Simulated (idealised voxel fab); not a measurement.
Process module in this document: voxel quadruple lines
This is section cut - it's 140 nm across, gridded in 5 nm square cells.
Square cells in a grid make up a cross-section in this document, and the grid is given as bands, listed from the top down, each one or more rows of cells. Band entry format. Leading values: height of top, height of bottom, nm. Remainder: materials in left-to-right order, each with its width in nm. Special words: "everywhere" on a single material, which then fills the band edge to edge; "empty", empty space. Heads up on the height convention: 0 is the point under which the incoming wafer is all one material, and the lowest band has no bottom, it just keeps going down, like "0 -> down". Graded width ("30->40"): value in top row of band = first number; value in bottom row = second number; row-to-row change constant. "all unchanged" means the step left every cell of the cross-section as it was. What "Closed cavities" gives you is every empty space of 8 cells or more that is cut off from the top. Each appears as width x height at distance, with the distance taken from the left edge and width, height and distance all in nm. after a step's settings: what the simulator itself notes on the step. Among the settings permitted on a step's line is "overlay nm"; applied to a step with a mask, it specifies the extent to which the mask lay to the right of its planned position, whereas a negative figure signifies a position to the left.

Steps planned for the process
1) RECEIVE: material Si
2) CONFORMAL_DEP: material SiO2, thk nm 10
3) DIRECTIONAL_DEP: material Ru, thk nm 10
4) DIRECTIONAL_DEP: material polySi, thk nm 20
5) DIRECTIONAL_DEP: material aC, thk nm 20
6) PATTERN: tone cover, mask id MANDREL, material resist, width nm 35, thk nm 25, overlay nm 0
7) DIRECTIONAL_ETCH: etch materials aC, depth nm 20
8) STRIP: etch materials resist
9) CONFORMAL_DEP: material SiO2, thk nm 15
10) DIRECTIONAL_ETCH: etch materials SiO2, depth nm 15
11) STRIP: etch materials aC
12) DIRECTIONAL_ETCH: etch materials polySi, depth nm 20
13) STRIP: etch materials SiO2
14) CONFORMAL_DEP: material SiN, thk nm 10
15) DIRECTIONAL_ETCH: etch materials SiN, depth nm 10
16) STRIP: etch materials polySi
17) DIRECTIONAL_ETCH: etch materials Ru, depth nm 10
18) STRIP: etch materials SiN

As received, after step 1
  0 -> down: Si everywhere
  Closed cavities: none

A wafer at the end: this start, this plan, one mistake
  10 -> 0: 25 empty, then 10 Ru, then 15 empty, then 10 Ru, then 15 empty, then 10 Ru, then 15 empty, then 10 Ru, then 30 empty
  0 -> down: Si everywhere
  Closed cavities: none
The mistake made against the process plan was this: step 2 of the plan: omitted, not performed
